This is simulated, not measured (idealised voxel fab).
process module | voxel ribs on slabs
cross-section cut | 200 nm wide | cells 5 nm
A cross-section is a grid of square cells, given in bands from the top down. A band is one or more rows of cells.
Each band's line starts with the height of the band's top and of its bottom, in nm. Then come its materials from left to right, each with its width in nm. One material with "throughout" fills the band from edge to edge. "air" is empty space.
Height 0 is the level under which the wafer as received is all one material. The lowest band goes on downwards, as in "0 down".
A width such as "30 to 40" changes by the same amount from each row of cells to the next, from the band's top row to its bottom row.
"no change" after a step means that no cell of the cross-section changed.
closed voids: empty space of 8 cells or more with no open way to the top, each as width x height at its distance from the left edge, in nm
after a step's settings: what the simulator itself notes on the step
overlay nm, on a step with a mask: how far to the right of its planned place the mask lay; to the left if negative
plan
1 op RECEIVE | material Si
2 op DIRECTIONAL_DEP | material SiO2 | thk nm 30
3 op DIRECTIONAL_DEP | material SiN | thk nm 15
4 op PATTERN | tone cover | mask id RIB | material resist | width nm 30 | thk nm 20 | overlay nm 0
5 op DIRECTIONAL_ETCH | etch materials SiN | depth nm 5
6 op STRIP | etch materials resist
7 op PATTERN | tone cover | mask id SLAB | material resist | width nm 70 | thk nm 20 | overlay nm 0
8 op DIRECTIONAL_ETCH | etch materials SiN | depth nm 10
9 op STRIP | etch materials resist
10 op FILL_DEP | material SiO2 | thk nm 25
11 op CMP | height nm 60
12 op DIRECTIONAL_DEP | material TiN | thk nm 5
13 op PATTERN | tone cover | mask id HEATER | material resist | width nm 40 | thk nm 15 | overlay nm 0
14 op DIRECTIONAL_ETCH | etch materials TiN | depth nm 5
15 op STRIP | etch materials resist
16 op CONFORMAL_DEP | material SiO2 | thk nm 10
as received, after step 1
  0 down: Si throughout
  closed voids: none
first wafer at the end, as planned
  75 to 70: air 70 | SiO2 60 | air 70
  70 to 65: SiO2 throughout
  65 to 60: SiO2 80 | TiN 40 | SiO2 80
  60 to 45: SiO2 throughout
  45 to 40: SiO2 85 | SiN 30 | SiO2 85
  40 to 30: SiO2 65 | SiN 70 | SiO2 65
  30 to 0: SiO2 throughout
  0 down: Si throughout
  closed voids: none
second wafer at the end: like start, like plan, one mistake
  75 to 70: air 70 | SiO2 60 | air 70
  70 to 65: SiO2 throughout
  65 to 60: SiO2 80 | TiN 40 | SiO2 80
  60 to 55: SiO2 throughout
  55 to 50: SiO2 85 | SiN 30 | SiO2 85
  50 to 40: SiO2 65 | SiN 70 | SiO2 65
  40 to 30: SiN throughout
  30 to 0: SiO2 throughout
  0 down: Si throughout
  closed voids: none
what went wrong: step 3 ran as: op DIRECTIONAL_DEP | material SiN | thk nm 25
at the end the second wafer has, in cells: 80 more of SiN | 80 fewer of SiO2
